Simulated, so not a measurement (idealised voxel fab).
Herein follows the process module entitled voxel quadruple lines.
The width of the displayed cross-section, cut, is 290 nm; its cells are square, with a size of 5 nm.
Notation: cross-section as square-cell grid; stated in bands, top first, going down; one or more cell rows per band.
Read a band's entry like this: the first values are the height of its top and the height of its bottom in nm, and what follows is the sequence of materials from left to right, each with its width in nm. Note that "air" is empty space, and that a single material marked "everywhere" reaches across the band from edge to edge.
Counting heights begins at 0, where everything beneath is, in the wafer as received, one material. The lowest band has no bottom; it goes on downwards, as "0 and below" shows.
You'd read "30->40" like this: the band's top row of cells is as wide as the first number, its bottom row is as wide as the second, and going down, every row changes width by the same amount as the row before did.
What does "remained the same" mean for a step? It means no cell of the cross-section changed in that step.
For the entry "Sealed void inventory", the listed items are empty spaces with no open way to the top whose size is 8 cells or more; each item follows the pattern width x height at distance, where distance is from the left edge and all three are in nm.
Post-settings text on a step line: simulator's own remark regarding the step.
Steps that use a mask can have "overlay nm" on their line. It says how far the mask sat to the right of where it was meant to be. Negative means to the left.
The steps planned for the process are as follows
1. RECEIVE, material Si
2. CONFORMAL_DEP, material SiO2, thk nm 10
3. DIRECTIONAL_DEP, material Ru, thk nm 10
4. DIRECTIONAL_DEP, material polySi, thk nm 15
5. DIRECTIONAL_DEP, material aC, thk nm 20
6. PATTERN, tone cover, mask id MANDREL, material resist, width nm 20, thk nm 25, overlay nm 0
7. DIRECTIONAL_ETCH, etch materials aC, depth nm 20
8. STRIP, etch materials resist
9. CONFORMAL_DEP, material SiO2, thk nm 10
10. DIRECTIONAL_ETCH, etch materials SiO2, depth nm 10
11. STRIP, etch materials aC
12. DIRECTIONAL_ETCH, etch materials polySi, depth nm 15
13. STRIP, etch materials SiO2
14. CONFORMAL_DEP, material SiCN, thk nm 5
15. DIRECTIONAL_ETCH, etch materials SiCN, depth nm 5
16. STRIP, etch materials polySi
17. DIRECTIONAL_ETCH, etch materials Ru, depth nm 10
18. STRIP, etch materials SiCN
19. FILL_DEP, material SiO2, thk nm 10
20. CMP, height nm 20
Cross-section of the wafer upon arrival, representing the state reached after step 1
0 and below  Si everywhere
Sealed void inventory: none
Result of the module, cross-sectioned: start per above, plan per above, one error in how it was run
10 down to 0  SiO2 everywhere
0 and below  Si everywhere
Sealed void inventory: none
Nonconformance to the process plan: step 20 did not use the planned setting and instead ran as CMP, height nm 10
